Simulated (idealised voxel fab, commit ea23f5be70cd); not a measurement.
process module | voxel capacitor over wiring
cross-section cut | 155 nm wide | cells 5 nm
A cross-section is a grid of square cells, given in bands from the top down. A band is one or more rows of cells.
Each band's line starts with the height of the band's top and of its bottom, in nm. Then come its materials from left to right, each with its width in nm. One material with "throughout" fills the band from edge to edge. "air" is empty space.
Height 0 is the level under which the wafer as received is all one material. The lowest band goes on downwards, as in "0 down".
A width such as "30 to 40" changes by the same amount from each row of cells to the next, from the band's top row to its bottom row.
"no change" after a step means that no cell of the cross-section changed.
closed voids: empty space of 8 cells or more with no open way to the top, each as width x height at its distance from the left edge, in nm
after a step's settings: what the simulator itself notes on the step
overlay nm, on a step with a mask: how far to the right of its planned place the mask lay; to the left if negative
plan
1 op RECEIVE | material Si
2 op CONFORMAL_DEP | material SiO2 | thk nm 15
3 op CONFORMAL_DEP | material SiCN | thk nm 5
4 op DIRECTIONAL_DEP | material lowk | thk nm 25
5 op DIRECTIONAL_DEP | material aC | thk nm 10
6 op PATTERN | tone open | mask id METAL_1 | material resist | width nm 20 | pitch nm 85 | thk nm 30 | overlay nm 0
7 op DIRECTIONAL_ETCH | etch materials aC | depth nm 10
8 op STRIP | etch materials resist
9 op DIRECTIONAL_ETCH | etch materials lowk | depth nm 25
10 op DIRECTIONAL_ETCH | etch materials SiCN | depth nm 5
11 op STRIP | etch materials aC
12 op CONFORMAL_DEP | material TiN | thk nm 5
13 op FILL_DEP | material Cu | thk nm 5
14 op CMP | height nm 45
15 op CONFORMAL_DEP | material SiCN | thk nm 5
16 op DIRECTIONAL_DEP | material lowk | thk nm 15
17 op DIRECTIONAL_DEP | material aC | thk nm 10
18 op PATTERN | tone open | mask id PLUG_1 | material resist | width nm 15 | thk nm 25 | overlay nm 0
19 op DIRECTIONAL_ETCH | etch materials aC | depth nm 10
20 op STRIP | etch materials resist
21 op DIRECTIONAL_ETCH | etch materials lowk | depth nm 15
22 op DIRECTIONAL_ETCH | etch materials SiCN | depth nm 5
23 op STRIP | etch materials aC
24 op EPI | material Ru | thk nm 10
25 op EPI | material Ru | thk nm 10
26 op DIRECTIONAL_DEP | material TiN | thk nm 5
27 op DIRECTIONAL_DEP | material HfO2 | thk nm 5
28 op DIRECTIONAL_DEP | material TiN | thk nm 10
29 op MASKED_ETCH | tone cover | mask id UPPER_PLATE | width nm 70 | etch materials TiN | depth nm 10 | overlay nm 0
30 op MASKED_ETCH | tone cover | mask id UPPER_PLATE | width nm 70 | etch materials HfO2 | depth nm 5 | overlay nm 0
31 op PATTERN | tone cover | mask id LOWER_PLATE | material resist | width nm 80 | thk nm 15 | overlay nm 0
32 op DIRECTIONAL_ETCH | etch materials TiN | depth nm 5
33 op STRIP | etch materials resist
34 op FILL_DEP | material SiO2 | thk nm 15
35 op CMP | height nm 95
36 op DIRECTIONAL_DEP | material aC | thk nm 10
37 op PATTERN | tone open | mask id PLUG_2 | material resist | width nm 15 | thk nm 30 | overlay nm 0
38 op DIRECTIONAL_ETCH | etch materials aC | depth nm 10
39 op STRIP | etch materials resist
40 op DIRECTIONAL_ETCH | etch materials SiO2 | depth nm 10
41 op STRIP | etch materials aC
42 op CONFORMAL_DEP | material TiN | thk nm 5
43 op FILL_DEP | material W | thk nm 10
44 op CMP | height nm 95
45 op CONFORMAL_DEP | material SiCN | thk nm 5
as received, after step 1
  0 down: Si throughout
  closed voids: none
a wafer at the end: this start, this plan, one mistake
  100 to 95: SiCN throughout
  95 to 85: SiO2 30 | TiN 25 | SiO2 100
  85 to 80: SiO2 30 | HfO2 25 | TiN 45 | SiO2 55
  80 to 75: SiO2 25 | TiN 75 | SiO2 55
  75 to 70: SiO2 20 | Ru 35 | HfO2 45 | SiO2 55
  70 to 65: SiO2 20 | Ru 35 | TiN 50 | SiO2 50
  65 to 50: lowk 30 | Ru 15 | lowk 110
  50 to 45: SiCN 30 | Ru 15 | SiCN 110
  45 to 20: lowk 25 | TiN 5 | Cu 10 | TiN 5 | lowk 65 | TiN 5 | Cu 10 | TiN 5 | lowk 25
  20 to 15: SiCN 25 | TiN 20 | SiCN 65 | TiN 20 | SiCN 25
  15 to 0: SiO2 throughout
  0 down: Si throughout
  closed voids: none
what went wrong: one of the steps 24 and 25, which are alike, was run twice
